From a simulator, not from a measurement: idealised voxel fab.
process module | voxel double patterning
cross-section cut | 175 nm wide | cells 5 nm
A cross-section is a grid of square cells, given in bands from the top down. A band is one or more rows of cells.
Each band's line starts with the height of the band's top and of its bottom, in nm. Then come its materials from left to right, each with its width in nm. One material with "throughout" fills the band from edge to edge. "air" is empty space.
Height 0 is the level under which the wafer as received is all one material. The lowest band goes on downwards, as in "0 down".
A width such as "30 to 40" changes by the same amount from each row of cells to the next, from the band's top row to its bottom row.
"no change" after a step means that no cell of the cross-section changed.
closed voids: empty space of 8 cells or more with no open way to the top, each as width x height at its distance from the left edge, in nm
after a step's settings: what the simulator itself notes on the step
overlay nm, on a step with a mask: how far to the right of its planned place the mask lay; to the left if negative
plan
1 op RECEIVE | material Si
2 op CONFORMAL_DEP | material SiN | thk nm 10
3 op DIRECTIONAL_DEP | material SiO2 | thk nm 15
4 op DIRECTIONAL_DEP | material SiCN | thk nm 10
5 op DIRECTIONAL_DEP | material aC | thk nm 10
6 op PATTERN | tone open | mask id FIRST | material resist | width nm 15 | pitch nm 50 | thk nm 30 | overlay nm 0
7 op DIRECTIONAL_ETCH | etch materials aC | depth nm 10
8 op STRIP | etch materials resist
9 op DIRECTIONAL_ETCH | etch materials SiCN | depth nm 10
10 op STRIP | etch materials aC
11 op MASKED_ETCH | tone open | mask id SECOND | width nm 15 | pitch nm 50 | etch materials SiCN | depth nm 10 | overlay nm 0
12 op DIRECTIONAL_ETCH | etch materials SiO2 | depth nm 15
13 op STRIP | etch materials SiCN
as received, after step 1
  0 down: Si throughout
  closed voids: none
a wafer at the end: this start, this plan, one mistake
  40 to 25: SiO2 30 | air 15 | SiO2 10 | air 15 | SiO2 10 | air 15 | SiO2 10 | air 15 | SiO2 10 | air 15 | SiO2 30
  25 to 10: SiO2 throughout
  10 to 0: SiN throughout
  0 down: Si throughout
  closed voids: none
what went wrong: step 3 was run twice
